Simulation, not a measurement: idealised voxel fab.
process module | voxel self aligned contacts
cross-section cut | 160 nm wide | cells 5 nm
A cross-section is a grid of square cells, given in bands from the top down. A band is one or more rows of cells.
Each band's line starts with the height of the band's top and of its bottom, in nm. Then come its materials from left to right, each with its width in nm. One material with "throughout" fills the band from edge to edge. "air" is empty space.
Height 0 is the level under which the wafer as received is all one material. The lowest band goes on downwards, as in "0 down".
A width such as "30 to 40" changes by the same amount from each row of cells to the next, from the band's top row to its bottom row.
"no change" after a step means that no cell of the cross-section changed.
closed voids: empty space of 8 cells or more with no open way to the top, each as width x height at its distance from the left edge, in nm
after a step's settings: what the simulator itself notes on the step
overlay nm, on a step with a mask: how far to the right of its planned place the mask lay; to the left if negative
plan
1 op RECEIVE | material Si
2 op CONFORMAL_DEP | material SiO2 | thk nm 5
3 op DIRECTIONAL_DEP | material polySi | thk nm 20
4 op DIRECTIONAL_DEP | material SiN | thk nm 20
5 op MASKED_ETCH | tone cover | mask id GATE | width nm 30 | pitch nm 75 | etch materials SiN | depth nm 20 | overlay nm 0
6 op MASKED_ETCH | tone cover | mask id GATE | width nm 30 | pitch nm 75 | etch materials polySi | depth nm 10 | overlay nm 0
7 op CONFORMAL_DEP | material SiN | thk nm 10
8 op DIRECTIONAL_ETCH | etch materials SiN | depth nm 10
9 op FILL_DEP | material SiO2 | thk nm 15
10 op CMP | height nm 50
11 op PATTERN | tone open | mask id CONTACT | material resist | width nm 55 | thk nm 20 | overlay nm 0
12 op DIRECTIONAL_ETCH | etch materials SiO2 | depth nm 50
13 op STRIP | etch materials resist
14 op CONFORMAL_DEP | material TiN | thk nm 5
15 op FILL_DEP | material W | thk nm 10
16 op CMP | height nm 50
17 op CONFORMAL_DEP | material SiN | thk nm 5
varied across the wafers: depth nm of step 6. The plan shows the first wafer's value. All wafers start alike
first wafer as received, after step 1
  0 down: Si throughout
  closed voids: none
first wafer at the end, after step 17
  55 to 50: SiN throughout
  50 to 45: SiO2 50 | TiN 20 | W 15 | TiN 20 | SiO2 55
  45 to 25: SiO2 15 | SiN 50 | TiN 5 | W 15 | TiN 5 | SiN 50 | SiO2 20
  25 to 20: SiO2 15 | SiN 10 | polySi 30 | SiN 10 | TiN 5 | W 15 | TiN 5 | SiN 10 | polySi 30 | SiN 10 | SiO2 20
  20 to 15: SiO2 15 | SiN 10 | polySi 30 | SiN 10 | TiN 25 | SiN 10 | polySi 30 | SiN 10 | SiO2 20
  15 to 5: polySi throughout
  5 to 0: SiO2 throughout
  0 down: Si throughout
  closed voids: none
last wafer at the end
  55 to 50: SiN throughout
  50 to 45: SiO2 50 | TiN 20 | W 15 | TiN 20 | SiO2 55
  45 to 25: SiO2 15 | SiN 50 | TiN 5 | W 15 | TiN 5 | SiN 50 | SiO2 20
  25 to 5: SiO2 15 | SiN 10 | polySi 30 | SiN 10 | TiN 5 | W 15 | TiN 5 | SiN 10 | polySi 30 | SiN 10 | SiO2 20
  5 to 0: SiO2 65 | TiN 25 | SiO2 70
  0 down: Si throughout
  closed voids: none
each wafer at the end: cells of each material gained (+) or lost (-) since it was received, then its closed voids
depth nm 10 | +128 SiN | +95 SiO2 | +23 TiN | +18 W | +88 polySi | closed voids: none
depth nm 15 | +136 SiN | +102 SiO2 | +25 TiN | +21 W | +68 polySi | closed voids: none
depth nm 20 | +144 SiN | +104 SiO2 | +29 TiN | +27 W | +48 polySi | closed voids: none
depth nm 25 | +144 SiN | +104 SiO2 | +29 TiN | +27 W | +48 polySi | closed voids: none
depth nm 30 | +144 SiN | +104 SiO2 | +29 TiN | +27 W | +48 polySi | closed voids: none
depth nm 35 | +144 SiN | +104 SiO2 | +29 TiN | +27 W | +48 polySi | closed voids: none
